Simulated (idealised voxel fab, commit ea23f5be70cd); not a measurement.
Process module under the name voxel transistor to metal
Shown is cross-section cut, with a width of 215 nm and square cells of size 5 nm.
This document writes a cross-section as a grid whose cells are square, and gives it as bands, listed from the top down; one or more rows of cells form a band. What a band's entry tells you: where the top is and where the bottom is, as heights in nm, and after that what lies inside, material by material from left to right, each with its width in nm. Empty space is written as the word "empty", and a single material marked with the word "edge to edge" occupies the band from edge to edge. Note: height 0 marks the level under which the wafer is uniformly one material as received. Lowest band unbounded below, written "0 -> down". A width given as "30..40" starts at the first number in the band's top row and ends at the second number in its bottom row, shifting by an equal amount at every step from row to row. "no alterations made", as given for a step, is the statement that not any cell of the cross-section underwent a change during that step. Reported under the label "Closed internal cavities" are the empty spaces having no open way to the top and comprising 8 cells or more; the notation for each is width x height at distance, in which the distance is measured from the left edge and all three values are in nm. Note: text after step settings on the step line = simulator remark on that step. overlay nm: where the mask lay relative to plan, measured to the right, on steps with a mask; negatives go left. For the reader: what remains of this document is a series of pairs, each showing a cross-section before one process step and a cross-section after that step which reaches down only to the lowest band that changed, with the step between them and its settings set out under the pair. It should not be assumed that a pair continues from the pair above it; the pairs can come from different runs of this module on the same starting wafer, and such continuity exists only where the entry headed "State before step" says so.

**State before step**
    25 -> 15: empty (90) | SiN (5) | SiCN (20) | SiN (5) | empty (95)
    15 -> 0: empty (90) | SiN (5) | polySi (20) | SiN (5) | empty (95)
    0 -> -5: empty (40) | SiN (5) | empty (45) | SiN (5) | polySi (20) | SiN (5) | empty (45) | SiN (5) | empty (45)
    -5 -> -10: SiO2 (40) | SiN (5) | empty (5) | SiN (5) | empty (30) | SiGe (5) | SiO2 (30) | SiGe (5) | empty (30) | SiN (5) | empty (5) | SiN (5) | SiO2 (45)
    -10 -> -15: SiO2 (40) | SiN (5) | empty (5) | SiN (5) | SiO2 (5) | SiGe (30) | Si (30) | SiGe (30) | SiO2 (5) | SiN (5) | empty (5) | SiN (5) | SiO2 (45)
    -15 -> -20: SiO2 (45) | empty (5) | SiO2 (10) | Si (90) | SiO2 (10) | empty (5) | SiO2 (50)
    -20 -> -25: SiO2 (55) | Si (100) | SiO2 (60)
    -25 -> down: Si edge to edge
    Closed internal cavities: none

**Post-Process Section**
    35 -> 25: SiO2 edge to edge
    25 -> 15: SiO2 (90) | SiN (5) | SiCN (20) | SiN (5) | SiO2 (95)
    15 -> 0: SiO2 (90) | SiN (5) | polySi (20) | SiN (5) | SiO2 (95)
    0 -> -5: SiO2 (40) | SiN (5) | SiO2 (45) | SiN (5) | polySi (20) | SiN (5) | SiO2 (45) | SiN (5) | SiO2 (45)
    -5 -> -10: SiO2 (40) | SiN (5) | SiO2 (5) | SiN (5) | SiO2 (30) | SiGe (5) | SiO2 (30) | SiGe (5) | SiO2 (30) | SiN (5) | SiO2 (5) | SiN (5) | SiO2 (45)
    -10 -> -15: SiO2 (40) | SiN (5) | SiO2 (5) | SiN (5) | SiO2 (5) | SiGe (30) | Si (30) | SiGe (30) | SiO2 (5) | SiN (5) | SiO2 (5) | SiN (5) | SiO2 (45)
    -15 -> -25: SiO2 (60..55) | Si (90..100) | SiO2 (65..60)
    Beneath the level -25, the cross-section is identical to its previous state.
    Closed internal cavities: none
Between the two cross-sections shown above, the process step is FILL_DEP (material SiO2; thk nm 10)

State before step: This step starts from the configuration shown after the step in the pair immediately above.

**Post-Process Section**
    25 -> 15: SiO2 (90) | SiN (5) | SiCN (20) | SiN (5) | SiO2 (95)
    Beneath the level 15, the cross-section is identical to its previous state.
    Closed internal cavities: none
Between the two cross-sections shown above, the process step is CMP (height nm 25)

State before step: This step starts from the configuration shown after the step in the pair immediately above.

**Post-Process Section**
    40 -> 25: SiO2 edge to edge
    Beneath the level 25, the cross-section is identical to its previous state.
    Closed internal cavities: none
Between the two cross-sections shown above, the process step is DIRECTIONAL_DEP (material SiO2; thk nm 15)

State before step: This step starts from the configuration shown after the step in the pair immediately above.

**Post-Process Section**
    60 -> 40: resist (60) | empty (30) | resist (30) | empty (30) | resist (65)
    Beneath the level 40, the cross-section is identical to its previous state.
    Closed internal cavities: none
Between the two cross-sections shown above, the process step is PATTERN (tone open; mask id CONTACT; material resist; width nm 30; pitch nm 60; thk nm 20; overlay nm 0)

State before step: This step starts from the configuration shown after the step in the pair immediately above.

**Post-Process Section**
    60 -> 40: resist (60) | empty (30) | resist (30) | empty (30) | resist (65)
    40 -> 25: SiO2 (60) | empty (30) | SiO2 (30) | empty (30) | SiO2 (65)
    25 -> 15: SiO2 (60) | empty (30) | SiN (5) | SiCN (20) | SiN (5) | empty (30) | SiO2 (65)
    15 -> 0: SiO2 (60) | empty (30) | SiN (5) | polySi (20) | SiN (5) | empty (30) | SiO2 (65)
    0 -> -5: SiO2 (40) | SiN (5) | SiO2 (15) | empty (30) | SiN (5) | polySi (20) | SiN (5) | empty (30) | SiO2 (15) | SiN (5) | SiO2 (45)
    -5 -> -10: SiO2 (40) | SiN (5) | SiO2 (5) | SiN (5) | SiO2 (5) | empty (25) | SiGe (5) | SiO2 (30) | SiGe (5) | empty (25) | SiO2 (5) | SiN (5) | SiO2 (5) | SiN (5) | SiO2 (45)
    Beneath the level -10, the cross-section is identical to its previous state.
    Closed internal cavities: none
Between the two cross-sections shown above, the process step is DIRECTIONAL_ETCH (etch materials SiO2; depth nm 50)

State before step: This step starts from the configuration shown after the step in the pair immediately above.

**Post-Process Section**
    40 -> 25: SiO2 (60) | empty (30) | SiO2 (30) | empty (30) | SiO2 (65)
    Beneath the level 25, the cross-section is identical to its previous state.
    Closed internal cavities: none
Between the two cross-sections shown above, the process step is STRIP (etch materials resist)

State before step: This step starts from the configuration shown after the step in the pair immediately above.

**Post-Process Section**
    45 -> 40: TiN (65) | empty (20) | TiN (40) | empty (20) | TiN (70)
    40 -> 25: SiO2 (60) | TiN (5) | empty (20) | TiN (5) | SiO2 (30) | TiN (5) | empty (20) | TiN (5) | SiO2 (65)
    25 -> 15: SiO2 (60) | TiN (5) | empty (20) | TiN (5) | SiN (5) | SiCN (20) | SiN (5) | TiN (5) | empty (20) | TiN (5) | SiO2 (65)
    15 -> 0: SiO2 (60) | TiN (5) | empty (20) | TiN (5) | SiN (5) | polySi (20) | SiN (5) | TiN (5) | empty (20) | TiN (5) | SiO2 (65)
    0 -> -5: SiO2 (40) | SiN (5) | SiO2 (15) | TiN (5) | empty (15) | TiN (10) | SiN (5) | polySi (20) | SiN (5) | TiN (10) | empty (15) | TiN (5) | SiO2 (15) | SiN (5) | SiO2 (45)
    -5 -> -10: SiO2 (40) | SiN (5) | SiO2 (5) | SiN (5) | SiO2 (5) | TiN (25) | SiGe (5) | SiO2 (30) | SiGe (5) | TiN (25) | SiO2 (5) | SiN (5) | SiO2 (5) | SiN (5) | SiO2 (45)
    Beneath the level -10, the cross-section is identical to its previous state.
    Closed internal cavities: none
Between the two cross-sections shown above, the process step is CONFORMAL_DEP (material TiN; thk nm 5)

State before step: This step starts from the configuration shown after the step in the pair immediately above.

**Post-Process Section**
    50 -> 45: W edge to edge
    45 -> 40: TiN (65) | W (20) | TiN (40) | W (20) | TiN (70)
    40 -> 25: SiO2 (60) | TiN (5) | W (20) | TiN (5) | SiO2 (30) | TiN (5) | W (20) | TiN (5) | SiO2 (65)
    25 -> 15: SiO2 (60) | TiN (5) | W (20) | TiN (5) | SiN (5) | SiCN (20) | SiN (5) | TiN (5) | W (20) | TiN (5) | SiO2 (65)
    15 -> 0: SiO2 (60) | TiN (5) | W (20) | TiN (5) | SiN (5) | polySi (20) | SiN (5) | TiN (5) | W (20) | TiN (5) | SiO2 (65)
    0 -> -5: SiO2 (40) | SiN (5) | SiO2 (15) | TiN (5) | W (15) | TiN (10) | SiN (5) | polySi (20) | SiN (5) | TiN (10) | W (15) | TiN (5) | SiO2 (15) | SiN (5) | SiO2 (45)
    Beneath the level -5, the cross-section is identical to its previous state.
    Closed internal cavities: none
Between the two cross-sections shown above, the process step is FILL_DEP (material W; thk nm 5)

State before step: This step starts from the configuration shown after the step in the pair immediately above.

**Post-Process Section**
    40 -> 25: SiO2 (60) | TiN (5) | W (20) | TiN (5) | SiO2 (30) | TiN (5) | W (20) | TiN (5) | SiO2 (65)
    Beneath the level 25, the cross-section is identical to its previous state.
    Closed internal cavities: none
Between the two cross-sections shown above, the process step is CMP (height nm 40)

State before step: This step starts from the configuration shown after the step in the pair immediately above.

**Post-Process Section**
    45 -> 40: TiN edge to edge
    Beneath the level 40, the cross-section is identical to its previous state.
    Closed internal cavities: none
Between the two cross-sections shown above, the process step is DIRECTIONAL_DEP (material TiN; thk nm 5)

State before step: This step starts from the configuration shown after the step in the pair immediately above.

**Post-Process Section**
    65 -> 45: Ru edge to edge
    Beneath the level 45, the cross-section is identical to its previous state.
    Closed internal cavities: none
Between the two cross-sections shown above, the process step is DIRECTIONAL_DEP (material Ru; thk nm 20)

State before step: This step starts from the configuration shown after the step in the pair immediately above.

**Post-Process Section**
    80 -> 65: empty (60) | resist (15) | empty (60) | resist (15) | empty (65)
    Beneath the level 65, the cross-section is identical to its previous state.
    Closed internal cavities: none
Between the two cross-sections shown above, the process step is PATTERN (tone cover; mask id METAL_1; material resist; width nm 15; pitch nm 75; thk nm 15; overlay nm 0)

State before step: This step starts from the configuration shown after the step in the pair immediately above.

**Post-Process Section**
    80 -> 65: empty (60) | resist (15) | empty (60) | resist (15) | empty (65)
    65 -> 45: empty (60) | Ru (15) | empty (60) | Ru (15) | empty (65)
    Beneath the level 45, the cross-section is identical to its previous state.
    Closed internal cavities: none
Between the two cross-sections shown above, the process step is DIRECTIONAL_ETCH (etch materials Ru; depth nm 20)

State before step: This step starts from the configuration shown after the step in the pair immediately above.

**Post-Process Section**
    80 -> 65: empty (60) | resist (15) | empty (60) | resist (15) | empty (65)
    65 -> 45: empty (60) | Ru (15) | empty (60) | Ru (15) | empty (65)
    45 -> 40: empty (60) | TiN (15) | empty (60) | TiN (15) | empty (65)
    Beneath the level 40, the cross-section is identical to its previous state.
    Closed internal cavities: none
Between the two cross-sections shown above, the process step is DIRECTIONAL_ETCH (etch materials TiN; depth nm 5)

State before step: This step starts from the configuration shown after the step in the pair immediately above.

**Post-Process Section**
    65 -> 45: empty (60) | Ru (15) | empty (60) | Ru (15) | empty (65)
    Beneath the level 45, the cross-section is identical to its previous state.
    Closed internal cavities: none
Between the two cross-sections shown above, the process step is STRIP (etch materials resist)

State before step: This step starts from the configuration shown after the step in the pair immediately above.

**Post-Process Section**
    75 -> 65: lowk edge to edge
    65 -> 45: lowk (60) | Ru (15) | lowk (60) | Ru (15) | lowk (65)
    45 -> 40: lowk (60) | TiN (15) | lowk (60) | TiN (15) | lowk (65)
    Beneath the level 40, the cross-section is identical to its previous state.
    Closed internal cavities: none
Between the two cross-sections shown above, the process step is FILL_DEP (material lowk; thk nm 10)

State before step: This step starts from the configuration shown after the step in the pair immediately above.

**Post-Process Section**
    65 -> 45: lowk (60) | Ru (15) | lowk (60) | Ru (15) | lowk (65)
    Beneath the level 45, the cross-section is identical to its previous state.
    Closed internal cavities: none
Between the two cross-sections shown above, the process step is CMP (height nm 65)

State before step: This step starts from the configuration shown after the step in the pair immediately above.

**Post-Process Section**
    70 -> 65: SiN edge to edge
    Beneath the level 65, the cross-section is identical to its previous state.
    Closed internal cavities: none
Between the two cross-sections shown above, the process step is CONFORMAL_DEP (material SiN; thk nm 5)

**State before step**
    50 -> 45: W edge to edge
    45 -> 40: TiN (65) | W (20) | TiN (40) | W (20) | TiN (70)
    40 -> 25: SiO2 (60) | TiN (5) | W (20) | TiN (5) | SiO2 (30) | TiN (5) | W (20) | TiN (5) | SiO2 (65)
    25 -> 15: SiO2 (60) | TiN (5) | W (20) | TiN (5) | SiN (5) | SiCN (20) | SiN (5) | TiN (5) | W (20) | TiN (5) | SiO2 (65)
    15 -> 0: SiO2 (60) | TiN (5) | W (20) | TiN (5) | SiN (5) | polySi (20) | SiN (5) | TiN (5) | W (20) | TiN (5) | SiO2 (65)
    0 -> -5: SiO2 (50) | SiN (5) | SiO2 (5) | TiN (5) | W (15) | TiN (10) | SiN (5) | polySi (20) | SiN (5) | TiN (10) | W (15) | TiN (5) | SiO2 (5) | SiN (5) | SiO2 (55)
    -5 -> -10: SiO2 (60) | TiN (25) | SiGe (5) | SiO2 (30) | SiGe (5) | TiN (25) | SiO2 (65)
    -10 -> -15: SiO2 (55) | SiGe (35) | Si (30) | SiGe (35) | SiO2 (60)
    -15 -> -25: SiO2 (55) | Si (100) | SiO2 (60)
    -25 -> down: Si edge to edge
    Closed internal cavities: none

**Post-Process Section**
    45 -> 40: TiN (65) | W (20) | TiN (40) | W (20) | TiN (70)
    Beneath the level 40, the cross-section is identical to its previous state.
    Closed internal cavities: none
Between the two cross-sections shown above, the process step is CMP (height nm 45)

State before step: This step starts from the configuration shown after the step in the pair immediately above.

**Post-Process Section**
    50 -> 45: TiN edge to edge
    Beneath the level 45, the cross-section is identical to its previous state.
    Closed internal cavities: none
Between the two cross-sections shown above, the process step is DIRECTIONAL_DEP (material TiN; thk nm 5)

State before step: This step starts from the configuration shown after the step in the pair immediately above.

**Post-Process Section**
    70 -> 50: Ru edge to edge
    Beneath the level 50, the cross-section is identical to its previous state.
    Closed internal cavities: none
Between the two cross-sections shown above, the process step is DIRECTIONAL_DEP (material Ru; thk nm 20)

State before step: This step starts from the configuration shown after the step in the pair immediately above.

**Post-Process Section**
    85 -> 70: empty (60) | resist (15) | empty (60) | resist (15) | empty (65)
    Beneath the level 70, the cross-section is identical to its previous state.
    Closed internal cavities: none
Between the two cross-sections shown above, the process step is PATTERN (tone cover; mask id METAL_1; material resist; width nm 15; pitch nm 75; thk nm 15; overlay nm 0)

State before step: This step starts from the configuration shown after the step in the pair immediately above.

**Post-Process Section**
    85 -> 70: empty (60) | resist (15) | empty (60) | resist (15) | empty (65)
    70 -> 50: empty (60) | Ru (15) | empty (60) | Ru (15) | empty (65)
    Beneath the level 50, the cross-section is identical to its previous state.
    Closed internal cavities: none
Between the two cross-sections shown above, the process step is DIRECTIONAL_ETCH (etch materials Ru; depth nm 20)

State before step: This step starts from the configuration shown after the step in the pair immediately above.

**Post-Process Section**
    85 -> 70: empty (60) | resist (15) | empty (60) | resist (15) | empty (65)
    70 -> 50: empty (60) | Ru (15) | empty (60) | Ru (15) | empty (65)
    50 -> 45: empty (60) | TiN (15) | empty (60) | TiN (15) | empty (65)
    Beneath the level 45, the cross-section is identical to its previous state.
    Closed internal cavities: none
Between the two cross-sections shown above, the process step is DIRECTIONAL_ETCH (etch materials TiN; depth nm 5)

State before step: This step starts from the configuration shown after the step in the pair immediately above.

**Post-Process Section**
    70 -> 50: empty (60) | Ru (15) | empty (60) | Ru (15) | empty (65)
    Beneath the level 50, the cross-section is identical to its previous state.
    Closed internal cavities: none
Between the two cross-sections shown above, the process step is STRIP (etch materials resist)

State before step: This step starts from the configuration shown after the step in the pair immediately above.

**Post-Process Section**
    80 -> 70: lowk edge to edge
    70 -> 50: lowk (60) | Ru (15) | lowk (60) | Ru (15) | lowk (65)
    50 -> 45: lowk (60) | TiN (15) | lowk (60) | TiN (15) | lowk (65)
    Beneath the level 45, the cross-section is identical to its previous state.
    Closed internal cavities: none
Between the two cross-sections shown above, the process step is FILL_DEP (material lowk; thk nm 10)

State before step: This step starts from the configuration shown after the step in the pair immediately above.

**Post-Process Section**
    65 -> 50: lowk (60) | Ru (15) | lowk (60) | Ru (15) | lowk (65)
    Beneath the level 50, the cross-section is identical to its previous state.
    Closed internal cavities: none
Between the two cross-sections shown above, the process step is CMP (height nm 65)

State before step: This step starts from the configuration shown after the step in the pair immediately above.

**Post-Process Section**
    70 -> 65: SiN edge to edge
    Beneath the level 65, the cross-section is identical to its previous state.
    Closed internal cavities: none
Between the two cross-sections shown above, the process step is CONFORMAL_DEP (material SiN; thk nm 5)

**State before step**
    15 -> 0: SiN edge to edge
    0 -> -5: SiO2 edge to edge
    -5 -> down: Si edge to edge
    Closed internal cavities: none

**Post-Process Section**
    35 -> 15: empty (50) | resist (110) | empty (55)
    Beneath the level 15, the cross-section is identical to its previous state.
    Closed internal cavities: none
Between the two cross-sections shown above, the process step is PATTERN (tone cover; mask id ACTIVE; material resist; width nm 110; thk nm 20; overlay nm 0)

State before step: This step starts from the configuration shown after the step in the pair immediately above.

**Post-Process Section**
    35 -> 15: empty (50) | resist (110) | empty (55)
    15 -> 0: empty (50) | SiN (110) | empty (55)
    Beneath the level 0, the cross-section is identical to its previous state.
    Closed internal cavities: none
Between the two cross-sections shown above, the process step is DIRECTIONAL_ETCH (etch materials SiN; depth nm 15)

State before step: This step starts from the configuration shown after the step in the pair immediately above.

**Post-Process Section**
    35 -> 15: empty (50) | resist (110) | empty (55)
    15 -> 0: empty (50) | SiN (110) | empty (55)
    0 -> -5: empty (50) | SiO2 (110) | empty (55)
    Beneath the level -5, the cross-section is identical to its previous state.
    Closed internal cavities: none
Between the two cross-sections shown above, the process step is DIRECTIONAL_ETCH (etch materials SiO2; depth nm 5)

State before step: This step starts from the configuration shown after the step in the pair immediately above.

**Post-Process Section**
    35 -> 15: empty (50) | resist (110) | empty (55)
    15 -> 0: empty (50) | SiN (110) | empty (55)
    0 -> -5: empty (50) | SiO2 (110) | empty (55)
    -5 -> -25: empty (50) | Si (110) | empty (55)
    Beneath the level -25, the cross-section is identical to its previous state.
    Closed internal cavities: none
Between the two cross-sections shown above, the process step is DIRECTIONAL_ETCH (etch materials Si; depth nm 20)

State before step: This step starts from the configuration shown after the step in the pair immediately above.

**Post-Process Section**
    15 -> 0: empty (50) | SiN (110) | empty (55)
    Beneath the level 0, the cross-section is identical to its previous state.
    Closed internal cavities: none
Between the two cross-sections shown above, the process step is STRIP (etch materials resist)

State before step: This step starts from the configuration shown after the step in the pair immediately above.

**Post-Process Section**
    30 -> 15: SiO2 edge to edge
    15 -> 0: SiO2 (50) | SiN (110) | SiO2 (55)
    0 -> -5: SiO2 edge to edge
    -5 -> -25: SiO2 (50) | Si (110) | SiO2 (55)
    Beneath the level -25, the cross-section is identical to its previous state.
    Closed internal cavities: none
Between the two cross-sections shown above, the process step is FILL_DEP (material SiO2; thk nm 15)

State before step: This step starts from the configuration shown after the step in the pair immediately above.

**Post-Process Section**
    15 -> 0: SiO2 (50) | SiN (110) | SiO2 (55)
    Beneath the level 0, the cross-section is identical to its previous state.
    Closed internal cavities: none
Between the two cross-sections shown above, the process step is CMP (height nm 15)

State before step: This step starts from the configuration shown after the step in the pair immediately above.

**Post-Process Section**
    15 -> 5: empty (50) | SiN (110) | empty (55)
    Beneath the level 5, the cross-section is identical to its previous state.
    Closed internal cavities: none
Between the two cross-sections shown above, the process step is SELECTIVE_ETCH (etch materials SiO2; depth nm 10)

State before step: This step starts from the configuration shown after the step in the pair immediately above.

**Post-Process Section**
    5 -> 0: SiO2 (50) | empty (110) | SiO2 (55)
    Beneath the level 0, the cross-section is identical to its previous state.
    Closed internal cavities: none
Between the two cross-sections shown above, the process step is STRIP (etch materials SiN)

State before step: This step starts from the configuration shown after the step in the pair immediately above.

**Post-Process Section**
    0 -> -5: SiO2 (45) | empty (120) | SiO2 (50)
    Beneath the level -5, the cross-section is identical to its previous state.
    Closed internal cavities: none
Between the two cross-sections shown above, the process step is SELECTIVE_ETCH (etch materials SiO2; depth nm 5)

State before step: This step starts from the configuration shown after the step in the pair immediately above.

**Post-Process Section**
    0 -> -5: SiO2 (45) | empty (120) | SiO2 (50)
    -5 -> -10: SiO2 edge to edge
    Beneath the level -10, the cross-section is identical to its previous state.
    Closed internal cavities: none
Between the two cross-sections shown above, the process step is OXIDIZE (depth nm 5)

State before step: This step starts from the configuration shown after the step in the pair immediately above.

**Post-Process Section**
    20 -> 15: polySi (45) | empty (120) | polySi (50)
    15 -> 0: polySi edge to edge
    0 -> -5: SiO2 (45) | polySi (120) | SiO2 (50)
    Beneath the level -5, the cross-section is identical to its previous state.
    Closed internal cavities: none
Between the two cross-sections shown above, the process step is DIRECTIONAL_DEP (material polySi; thk nm 20)

State before step: This step starts from the configuration shown after the step in the pair immediately above.

**Post-Process Section**
    30 -> 25: SiCN (45) | empty (120) | SiCN (50)
    25 -> 20: SiCN edge to edge
    20 -> 15: polySi (45) | SiCN (120) | polySi (50)
    Beneath the level 15, the cross-section is identical to its previous state.
    Closed internal cavities: none
Between the two cross-sections shown above, the process step is DIRECTIONAL_DEP (material SiCN; thk nm 10)

State before step: This step starts from the configuration shown after the step in the pair immediately above.

**Post-Process Section**
    45 -> 30: empty (95) | resist (20) | empty (100)
    30 -> 25: SiCN (45) | empty (50) | resist (20) | empty (50) | SiCN (50)
    Beneath the level 25, the cross-section is identical to its previous state.
    Closed internal cavities: none
Between the two cross-sections shown above, the process step is PATTERN (tone cover; mask id GATE; material resist; width nm 20; thk nm 15; overlay nm 0)

State before step: This step starts from the configuration shown after the step in the pair immediately above.

**Post-Process Section**
    45 -> 25: empty (95) | resist (20) | empty (100)
    25 -> 20: empty (95) | SiCN (20) | empty (100)
    20 -> 15: polySi (45) | empty (50) | SiCN (20) | empty (50) | polySi (50)
    Beneath the level 15, the cross-section is identical to its previous state.
    Closed internal cavities: none
Between the two cross-sections shown above, the process step is DIRECTIONAL_ETCH (etch materials SiCN; depth nm 20)

State before step: This step starts from the configuration shown after the step in the pair immediately above.

**Post-Process Section**
    45 -> 25: empty (95) | resist (20) | empty (100)
    25 -> 15: empty (95) | SiCN (20) | empty (100)
    15 -> 0: empty (95) | polySi (20) | empty (100)
    0 -> -5: SiO2 (45) | empty (50) | polySi (20) | empty (50) | SiO2 (50)
    Beneath the level -5, the cross-section is identical to its previous state.
    Closed internal cavities: none
Between the two cross-sections shown above, the process step is DIRECTIONAL_ETCH (etch materials polySi; depth nm 30)

State before step: This step starts from the configuration shown after the step in the pair immediately above.

**Post-Process Section**
    25 -> 15: empty (95) | SiCN (20) | empty (100)
    Beneath the level 15, the cross-section is identical to its previous state.
    Closed internal cavities: none
Between the two cross-sections shown above, the process step is STRIP (etch materials resist)

State before step: This step starts from the configuration shown after the step in the pair immediately above.

**Post-Process Section**
    30 -> 25: empty (90) | SiN (30) | empty (95)
    25 -> 15: empty (90) | SiN (5) | SiCN (20) | SiN (5) | empty (95)
    15 -> 5: empty (90) | SiN (5) | polySi (20) | SiN (5) | empty (95)
    5 -> 0: SiN (50) | empty (40) | SiN (5) | polySi (20) | SiN (5) | empty (40) | SiN (55)
    0 -> -5: SiO2 (45) | SiN (50) | polySi (20) | SiN (50) | SiO2 (50)
    Beneath the level -5, the cross-section is identical to its previous state.
    Closed internal cavities: none
Between the two cross-sections shown above, the process step is CONFORMAL_DEP (material SiN; thk nm 5)

State before step: This step starts from the configuration shown after the step in the pair immediately above.

**Post-Process Section**
    25 -> 15: empty (90) | SiN (5) | SiCN (20) | SiN (5) | empty (95)
    15 -> 0: empty (90) | SiN (5) | polySi (20) | SiN (5) | empty (95)
    0 -> -5: SiO2 (45) | SiN (5) | empty (40) | SiN (5) | polySi (20) | SiN (5) | empty (40) | SiN (5) | SiO2 (50)
    Beneath the level -5, the cross-section is identical to its previous state.
    Closed internal cavities: none
Between the two cross-sections shown above, the process step is DIRECTIONAL_ETCH (etch materials SiN; depth nm 5)

State before step: This step starts from the configuration shown after the step in the pair immediately above.

**Post-Process Section**
    25 -> 15: empty (90) | SiN (5) | SiCN (20) | SiN (5) | empty (95)
    15 -> 0: empty (90) | SiN (5) | polySi (20) | SiN (5) | empty (95)
    0 -> -5: empty (45) | SiN (5) | empty (40) | SiN (5) | polySi (20) | SiN (5) | empty (40) | SiN (5) | empty (50)
    -5 -> -10: SiO2 (50) | empty (40) | SiO2 (30) | empty (40) | SiO2 (55)
    Beneath the level -10, the cross-section is identical to its previous state.
    Closed internal cavities: none
Between the two cross-sections shown above, the process step is DIRECTIONAL_ETCH (etch materials SiO2; depth nm 5)

State before step: This step starts from the configuration shown after the step in the pair immediately above.

**Post-Process Section**
    25 -> 15: empty (90) | SiN (5) | SiCN (20) | SiN (5) | empty (95)
    15 -> 0: empty (90) | SiN (5) | polySi (20) | SiN (5) | empty (95)
    0 -> -5: empty (45) | SiN (5) | empty (40) | SiN (5) | polySi (20) | SiN (5) | empty (40) | SiN (5) | empty (50)
    -5 -> -10: SiO2 (50) | empty (40) | SiO2 (30) | empty (40) | SiO2 (55)
    -10 -> -15: SiO2 (50) | empty (40) | Si (30) | empty (40) | SiO2 (55)
    Beneath the level -15, the cross-section is identical to its previous state.
    Closed internal cavities: none
Between the two cross-sections shown above, the process step is DIRECTIONAL_ETCH (etch materials Si; depth nm 5)

State before step: This step starts from the configuration shown after the step in the pair immediately above.

**Post-Process Section**
    25 -> 15: empty (90) | SiN (5) | SiCN (20) | SiN (5) | empty (95)
    15 -> 0: empty (90) | SiN (5) | polySi (20) | SiN (5) | empty (95)
    0 -> -5: empty (45) | SiN (5) | empty (40) | SiN (5) | polySi (20) | SiN (5) | empty (40) | SiN (5) | empty (50)
    -5 -> -10: SiO2 (50) | empty (35) | SiGe (5) | SiO2 (30) | SiGe (5) | empty (35) | SiO2 (55)
    -10 -> -15: SiO2 (50) | SiGe (40) | Si (30) | SiGe (40) | SiO2 (55)
    Beneath the level -15, the cross-section is identical to its previous state.
    Closed internal cavities: none
Between the two cross-sections shown above, the process step is EPI (material SiGe; thk nm 5)

State before step: This step starts from the configuration shown after the step in the pair immediately above.

**Post-Process Section**
    35 -> 25: SiO2 edge to edge
    25 -> 15: SiO2 (90) | SiN (5) | SiCN (20) | SiN (5) | SiO2 (95)
    15 -> 0: SiO2 (90) | SiN (5) | polySi (20) | SiN (5) | SiO2 (95)
    0 -> -5: SiO2 (45) | SiN (5) | SiO2 (40) | SiN (5) | polySi (20) | SiN (5) | SiO2 (40) | SiN (5) | SiO2 (50)
    -5 -> -10: SiO2 (85) | SiGe (5) | SiO2 (30) | SiGe (5) | SiO2 (90)
    Beneath the level -10, the cross-section is identical to its previous state.
    Closed internal cavities: none
Between the two cross-sections shown above, the process step is FILL_DEP (material SiO2; thk nm 10)

State before step: This step starts from the configuration shown after the step in the pair immediately above.

**Post-Process Section**
    25 -> 15: SiO2 (90) | SiN (5) | SiCN (20) | SiN (5) | SiO2 (95)
    Beneath the level 15, the cross-section is identical to its previous state.
    Closed internal cavities: none
Between the two cross-sections shown above, the process step is CMP (height nm 25)

State before step: This step starts from the configuration shown after the step in the pair immediately above.

**Post-Process Section**
    40 -> 25: SiO2 edge to edge
    Beneath the level 25, the cross-section is identical to its previous state.
    Closed internal cavities: none
Between the two cross-sections shown above, the process step is DIRECTIONAL_DEP (material SiO2; thk nm 15)

State before step: This step starts from the configuration shown after the step in the pair immediately above.

**Post-Process Section**
    60 -> 40: resist (60) | empty (30) | resist (30) | empty (30) | resist (65)
    Beneath the level 40, the cross-section is identical to its previous state.
    Closed internal cavities: none
Between the two cross-sections shown above, the process step is PATTERN (tone open; mask id CONTACT; material resist; width nm 30; pitch nm 60; thk nm 20; overlay nm 0)

State before step: This step starts from the configuration shown after the step in the pair immediately above.

**Post-Process Section**
    60 -> 40: resist (60) | empty (30) | resist (30) | empty (30) | resist (65)
    40 -> 25: SiO2 (60) | empty (30) | SiO2 (30) | empty (30) | SiO2 (65)
    25 -> 15: SiO2 (60) | empty (30) | SiN (5) | SiCN (20) | SiN (5) | empty (30) | SiO2 (65)
    15 -> 0: SiO2 (60) | empty (30) | SiN (5) | polySi (20) | SiN (5) | empty (30) | SiO2 (65)
    0 -> -5: SiO2 (45) | SiN (5) | SiO2 (10) | empty (30) | SiN (5) | polySi (20) | SiN (5) | empty (30) | SiO2 (10) | SiN (5) | SiO2 (50)
    -5 -> -10: SiO2 (60) | empty (25) | SiGe (5) | SiO2 (30) | SiGe (5) | empty (25) | SiO2 (65)
    Beneath the level -10, the cross-section is identical to its previous state.
    Closed internal cavities: none
Between the two cross-sections shown above, the process step is DIRECTIONAL_ETCH (etch materials SiO2; depth nm 50)

State before step: This step starts from the configuration shown after the step in the pair immediately above.

**Post-Process Section**
    40 -> 25: SiO2 (60) | empty (30) | SiO2 (30) | empty (30) | SiO2 (65)
    Beneath the level 25, the cross-section is identical to its previous state.
    Closed internal cavities: none
Between the two cross-sections shown above, the process step is STRIP (etch materials resist)

State before step: This step starts from the configuration shown after the step in the pair immediately above.

**Post-Process Section**
    45 -> 40: TiN (65) | empty (20) | TiN (40) | empty (20) | TiN (70)
    40 -> 25: SiO2 (60) | TiN (5) | empty (20) | TiN (5) | SiO2 (30) | TiN (5) | empty (20) | TiN (5) | SiO2 (65)
    25 -> 15: SiO2 (60) | TiN (5) | empty (20) | TiN (5) | SiN (5) | SiCN (20) | SiN (5) | TiN (5) | empty (20) | TiN (5) | SiO2 (65)
    15 -> 0: SiO2 (60) | TiN (5) | empty (20) | TiN (5) | SiN (5) | polySi (20) | SiN (5) | TiN (5) | empty (20) | TiN (5) | SiO2 (65)
    0 -> -5: SiO2 (45) | SiN (5) | SiO2 (10) | TiN (5) | empty (15) | TiN (10) | SiN (5) | polySi (20) | SiN (5) | TiN (10) | empty (15) | TiN (5) | SiO2 (10) | SiN (5) | SiO2 (50)
    -5 -> -10: SiO2 (60) | TiN (25) | SiGe (5) | SiO2 (30) | SiGe (5) | TiN (25) | SiO2 (65)
    Beneath the level -10, the cross-section is identical to its previous state.
    Closed internal cavities: none
Between the two cross-sections shown above, the process step is CONFORMAL_DEP (material TiN; thk nm 5)
